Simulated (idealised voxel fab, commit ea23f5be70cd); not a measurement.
Proc. module: voxel ribs on slabs
Section cut is 160 nm wide and gridded with 5 nm square cells.
Cross-section spec: square-cell grid; bands listed top down; each band is one or more rows.
Per band: top height and bottom height in nm, followed by the left-to-right materials and their widths in nm; "all across" marks a single material spanning edge to edge, "empty" marks empty space.
Where do heights start? At 0: under that level the wafer as delivered is made of one material only. And the lowest band has no floor; it just carries on downward, as in "0 down".
A two-number width, for instance "30->40", indicates that the width is equal to the first number in the top row of the band and to the second number in the bottom row, and that it changes by a constant amount per row of cells.
What does "nothing different" mean for a step? It means no cell of the cross-section changed in that step.
"Enclosed void catalog" - sealed voids, min. 8 cells, no opening to top; format: width x height at distance (distance from left edge; nm throughout).
after a step's settings: what the simulator itself notes on the step
overlay nm: right-of-plan distance of the mask on a masked step; negative values mean left-of-plan.
Intended process steps
1: RECEIVE with material Si
2: DIRECTIONAL_DEP with material SiO2, thk nm 30
3: DIRECTIONAL_DEP with material SiN, thk nm 25
4: PATTERN with tone cover, mask id RIB, material resist, width nm 15, thk nm 15, overlay nm 0
5: DIRECTIONAL_ETCH with etch materials SiN, depth nm 10
6: STRIP with etch materials resist
7: PATTERN with tone cover, mask id SLAB, material resist, width nm 55, thk nm 20, overlay nm 0
8: DIRECTIONAL_ETCH with etch materials SiN, depth nm 15
9: STRIP with etch materials resist
10: FILL_DEP with material SiO2, thk nm 25
11: CMP with height nm 70
12: DIRECTIONAL_DEP with material TiN, thk nm 10
13: MASKED_ETCH with tone cover, mask id HEATER, width nm 25, etch materials TiN, depth nm 10, overlay nm 0
14: CONFORMAL_DEP with material SiN, thk nm 10
Cross-section, incoming material, after step 1
0 down | Si all across
Enclosed void catalog: none
End-of-module cross-section. Starting structure and process plan as above; one mistake made in running it
90 to 80 | 60 nm empty, then 35 nm SiN, then 65 nm empty
80 to 70 | 70 nm SiN, then 15 nm TiN, then 75 nm SiN
70 to 55 | SiO2 all across
55 to 45 | 70 nm SiO2, then 15 nm SiN, then 75 nm SiO2
45 to 30 | 50 nm SiO2, then 55 nm SiN, then 55 nm SiO2
30 to 0 | SiO2 all across
0 down | Si all across
Enclosed void catalog: none
The mistake made against the process plan was this: step 13 was run on a setting that differed from the plan, and what really ran there is MASKED_ETCH with tone cover, mask id HEATER, width nm 15, etch materials TiN, depth nm 10, overlay nm 0
